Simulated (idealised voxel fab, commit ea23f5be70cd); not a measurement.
process module | voxel gate over fins
cross-section cut | 225 nm wide | cells 5 nm
A cross-section is a grid of square cells, given in bands from the top down. A band is one or more rows of cells.
Each band's line starts with the height of the band's top and of its bottom, in nm. Then come its materials from left to right, each with its width in nm. One material with "throughout" fills the band from edge to edge. "air" is empty space.
Height 0 is the level under which the wafer as received is all one material. The lowest band goes on downwards, as in "0 down".
A width such as "30 to 40" changes by the same amount from each row of cells to the next, from the band's top row to its bottom row.
"no change" after a step means that no cell of the cross-section changed.
closed voids: empty space of 8 cells or more with no open way to the top, each as width x height at its distance from the left edge, in nm
after a step's settings: what the simulator itself notes on the step
overlay nm, on a step with a mask: how far to the right of its planned place the mask lay; to the left if negative
plan
1 op RECEIVE | material Si
2 op CONFORMAL_DEP | material SiN | thk nm 10
3 op MASKED_ETCH | tone cover | mask id FINS | width nm 15 | pitch nm 60 | etch materials SiN | depth nm 10 | overlay nm 0
4 op MASKED_ETCH | tone cover | mask id FINS | width nm 15 | pitch nm 60 | etch materials Si | depth nm 40 | overlay nm 0
5 op OXIDIZE | depth nm 5
6 op FILL_DEP | material SiO2 | thk nm 10
7 op CMP | height nm 10
8 op MASKED_ETCH | tone open | mask id RAIL | width nm 15 | etch materials SiO2 | depth nm 45 | overlay nm 0
9 op CONFORMAL_DEP | material TiN | thk nm 5
10 op FILL_DEP | material W | thk nm 10
11 op CMP | height nm 10
12 op SELECTIVE_ETCH | etch materials W Ru TiN | depth nm 30
13 op FILL_DEP | material SiO2 | thk nm 5
14 op CMP | height nm 10
15 op SELECTIVE_ETCH | etch materials SiO2 | depth nm 20
16 op STRIP | etch materials SiN
17 op CONFORMAL_DEP | material HfO2 | thk nm 5
18 op CONFORMAL_DEP | material TiN | thk nm 5
19 op FILL_DEP | material W | thk nm 15
20 op CMP | height nm 10
21 op CONFORMAL_DEP | material SiCN | thk nm 5
varied across the wafers: height nm of step 20. The plan shows the first wafer's value. All wafers start alike
first wafer as received, after step 1
  0 down: Si throughout
  closed voids: none
first wafer at the end, after step 21
  15 to 10: SiCN throughout
  10 to 5: W 40 | TiN 25 | W 35 | TiN 25 | W 35 | TiN 25 | W 40
  5 to 0: W 40 | TiN 5 | HfO2 15 | TiN 5 | W 35 | TiN 5 | HfO2 15 | TiN 5 | W 35 | TiN 5 | HfO2 15 | TiN 5 | W 40
  0 to -5: TiN 45 | HfO2 5 | Si 5 | HfO2 5 | TiN 45 | HfO2 5 | Si 5 | HfO2 5 | TiN 45 | HfO2 5 | Si 5 | HfO2 5 | TiN 45
  -5 to -10: HfO2 50 | Si 5 | HfO2 55 | Si 5 | HfO2 55 | Si 5 | HfO2 50
  -10 to -20: SiO2 50 | Si 5 | SiO2 55 | Si 5 | SiO2 55 | Si 5 | SiO2 50
  -20 to -30: SiO2 50 | Si 5 | SiO2 20 | TiN 5 | W 5 | TiN 5 | SiO2 20 | Si 5 | SiO2 55 | Si 5 | SiO2 50
  -30 to -35: SiO2 50 | Si 5 | SiO2 20 | TiN 15 | SiO2 20 | Si 5 | SiO2 55 | Si 5 | SiO2 50
  -35 to -45: SiO2 50 | Si 5 | SiO2 55 | Si 5 | SiO2 55 | Si 5 | SiO2 50
  -45 down: Si throughout
  closed voids: none
last wafer at the end
  30 to 25: SiCN throughout
  25 to 10: W throughout
  10 to 5: W 40 | TiN 25 | W 35 | TiN 25 | W 35 | TiN 25 | W 40
  5 to 0: W 40 | TiN 5 | HfO2 15 | TiN 5 | W 35 | TiN 5 | HfO2 15 | TiN 5 | W 35 | TiN 5 | HfO2 15 | TiN 5 | W 40
  0 to -5: TiN 45 | HfO2 5 | Si 5 | HfO2 5 | TiN 45 | HfO2 5 | Si 5 | HfO2 5 | TiN 45 | HfO2 5 | Si 5 | HfO2 5 | TiN 45
  -5 to -10: HfO2 50 | Si 5 | HfO2 55 | Si 5 | HfO2 55 | Si 5 | HfO2 50
  -10 to -20: SiO2 50 | Si 5 | SiO2 55 | Si 5 | SiO2 55 | Si 5 | SiO2 50
  -20 to -30: SiO2 50 | Si 5 | SiO2 20 | TiN 5 | W 5 | TiN 5 | SiO2 20 | Si 5 | SiO2 55 | Si 5 | SiO2 50
  -30 to -35: SiO2 50 | Si 5 | SiO2 20 | TiN 15 | SiO2 20 | Si 5 | SiO2 55 | Si 5 | SiO2 50
  -35 to -45: SiO2 50 | Si 5 | SiO2 55 | Si 5 | SiO2 55 | Si 5 | SiO2 50
  -45 down: Si throughout
  closed voids: none
each wafer at the end: cells of each material gained (+) or lost (-) since it was received, then its closed voids
height nm 10 | +57 HfO2 | -378 Si | +45 SiCN | +285 SiO2 | +64 TiN | +62 W | closed voids: none
height nm 15 | +57 HfO2 | -378 Si | +45 SiCN | +285 SiO2 | +64 TiN | +107 W | closed voids: none
height nm 20 | +57 HfO2 | -378 Si | +45 SiCN | +285 SiO2 | +64 TiN | +152 W | closed voids: none
height nm 25 | +57 HfO2 | -378 Si | +45 SiCN | +285 SiO2 | +64 TiN | +197 W | closed voids: none
